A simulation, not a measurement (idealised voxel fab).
You're looking at the process module voxel spacer lines.
In the cross-section labelled cut, the width is 180 nm and each square cell is 5 nm.
Cross-section, as written here: a square-cell grid given band by band from the top down, where a band holds one or more rows of cells.
What a band's entry tells you: where the top is and where the bottom is, as heights in nm, and after that what lies inside, material by material from left to right, each with its width in nm. Empty space is written as the word "blank", and a single material marked with the word "everywhere" occupies the band from edge to edge.
Zero point of the height axis is 0; under it, received wafer = one material. Lowest band: continues down indefinitely, "top 0, no bottom".
A width such as "30..40" changes by the same amount from each row of cells to the next, from the band's top row to its bottom row.
"remained unchanged", as given for a step, is the statement that not any cell of the cross-section underwent a change during that step.
The label "Enclosed cavity list" introduces a list of the empty spaces, 8 cells or larger, that have no open way up to the top; each entry in it reads width x height at distance, where the distance is taken from the left edge and all three are stated in nm.
Heads up: the bit after the settings on a step's line is the simulator's remark on that step.
overlay nm: where the mask lay relative to plan, measured to the right, on steps with a mask; negatives go left.
STEPS PLANNED FOR THE PROCESS
1 RECEIVE: material Si
2 CONFORMAL_DEP: material Al2O3, thk nm 5
3 DIRECTIONAL_DEP: material polySi, thk nm 15
4 DIRECTIONAL_DEP: material aC, thk nm 20
5 PATTERN: tone cover, mask id MANDREL, material resist, width nm 20, pitch nm 60, thk nm 25, overlay nm 0
6 DIRECTIONAL_ETCH: etch materials aC, depth nm 20
7 STRIP: etch materials resist
8 CONFORMAL_DEP: material SiO2, thk nm 10
9 DIRECTIONAL_ETCH: etch materials SiO2, depth nm 10
10 STRIP: etch materials aC
11 DIRECTIONAL_ETCH: etch materials polySi, depth nm 15
12 STRIP: etch materials SiO2
INCOMING WAFER IN CROSS-SECTION (STATE: AFTER STEP 1)
    top 0, no bottom  Si everywhere
    Enclosed cavity list: none
RESULT OF THE MODULE, CROSS-SECTIONED: START PER ABOVE, PLAN PER ABOVE, ONE ERROR IN HOW IT WAS RUN
    top 20, bottom 5  blank (45), then polySi (10), then blank (15), then polySi (10), then blank (25), then polySi (10), then blank (15), then polySi (10), then blank (40)
    top 5, bottom 0  Al2O3 everywhere
    top 0, no bottom  Si everywhere
    Enclosed cavity list: none
It is concluded that the wafer was processed incorrectly with respect to the plan, in that step 5 was not run as planned; what actually ran was PATTERN: tone cover, mask id MANDREL, material resist, width nm 15, pitch nm 60, thk nm 25, overlay nm 0
